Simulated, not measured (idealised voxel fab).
process module | voxel capacitor over wiring
cross-section cut | 275 nm wide | cells 5 nm
A cross-section is a grid of square cells, given in bands from the top down. A band is one or more rows of cells.
Each band's line starts with the height of the band's top and of its bottom, in nm. Then come its materials from left to right, each with its width in nm. One material with "throughout" fills the band from edge to edge. "air" is empty space.
Height 0 is the level under which the wafer as received is all one material. The lowest band goes on downwards, as in "0 down".
A width such as "30 to 40" changes by the same amount from each row of cells to the next, from the band's top row to its bottom row.
"no change" after a step means that no cell of the cross-section changed.
closed voids: empty space of 8 cells or more with no open way to the top, each as width x height at its distance from the left edge, in nm
after a step's settings: what the simulator itself notes on the step
overlay nm, on a step with a mask: how far to the right of its planned place the mask lay; to the left if negative
plan
1 op RECEIVE | material Si
2 op CONFORMAL_DEP | material SiO2 | thk nm 10
3 op DIRECTIONAL_DEP | material TiN | thk nm 5
4 op DIRECTIONAL_DEP | material Ru | thk nm 20
5 op MASKED_ETCH | tone cover | mask id METAL_1 | width nm 20 | pitch nm 90 | etch materials Ru | depth nm 20 | overlay nm 0
6 op MASKED_ETCH | tone cover | mask id METAL_1 | width nm 20 | pitch nm 90 | etch materials TiN | depth nm 5 | overlay nm 0
7 op FILL_DEP | material SiO2 | thk nm 5
8 op CMP | height nm 40
9 op CONFORMAL_DEP | material SiCN | thk nm 5
10 op DIRECTIONAL_DEP | material lowk | thk nm 20
11 op PATTERN | tone open | mask id PLUG_1 | material resist | width nm 15 | thk nm 20 | overlay nm 0
12 op DIRECTIONAL_ETCH | etch materials lowk | depth nm 20
13 op DIRECTIONAL_ETCH | etch materials SiCN | depth nm 5
14 op STRIP | etch materials resist
15 op CONFORMAL_DEP | material TiN | thk nm 5
16 op FILL_DEP | material Cu | thk nm 10
17 op CMP | height nm 65
18 op DIRECTIONAL_DEP | material TiN | thk nm 10
19 op DIRECTIONAL_DEP | material SiN | thk nm 5
20 op DIRECTIONAL_DEP | material TiN | thk nm 5
21 op MASKED_ETCH | tone cover | mask id UPPER_PLATE | width nm 75 | etch materials TiN | depth nm 5 | overlay nm 0
22 op MASKED_ETCH | tone cover | mask id UPPER_PLATE | width nm 75 | etch materials SiN | depth nm 5 | overlay nm 0
23 op MASKED_ETCH | tone cover | mask id LOWER_PLATE | width nm 85 | etch materials TiN | depth nm 10 | overlay nm 0
24 op FILL_DEP | material SiO2 | thk nm 15
25 op CMP | height nm 95
26 op PATTERN | tone open | mask id PLUG_2 | material resist | width nm 15 | thk nm 20 | overlay nm 0
27 op DIRECTIONAL_ETCH | etch materials SiO2 | depth nm 10
28 op STRIP | etch materials resist
29 op CONFORMAL_DEP | material TiN | thk nm 5
30 op FILL_DEP | material W | thk nm 5
31 op CMP | height nm 95
32 op CONFORMAL_DEP | material SiCN | thk nm 5
varied across the wafers: thk nm of step 2. The plan shows the first wafer's value. All wafers start alike
first wafer as received, after step 1
  0 down: Si throughout
  closed voids: none
each wafer at the end: cells of each material gained (+) or lost (-) since it was received, then its closed voids
thk nm 10 | +4 Cu | +32 Ru | +107 SiCN | +15 SiN | +660 SiO2 | +73 TiN | +1 W | +208 lowk | closed voids: none
thk nm 15 | +4 Cu | +32 Ru | +107 SiCN | +15 SiN | +660 SiO2 | +73 TiN | +1 W | +208 lowk | closed voids: none
thk nm 20 | +4 Cu | +24 Ru | +107 SiCN | +15 SiN | +668 SiO2 | +73 TiN | +1 W | +208 lowk | closed voids: none
thk nm 25 | +4 Cu | +16 Ru | +107 SiCN | +15 SiN | +676 SiO2 | +73 TiN | +1 W | +208 lowk | closed voids: none
thk nm 30 | +4 Cu | +8 Ru | +107 SiCN | +15 SiN | +684 SiO2 | +73 TiN | +1 W | +208 lowk | closed voids: none
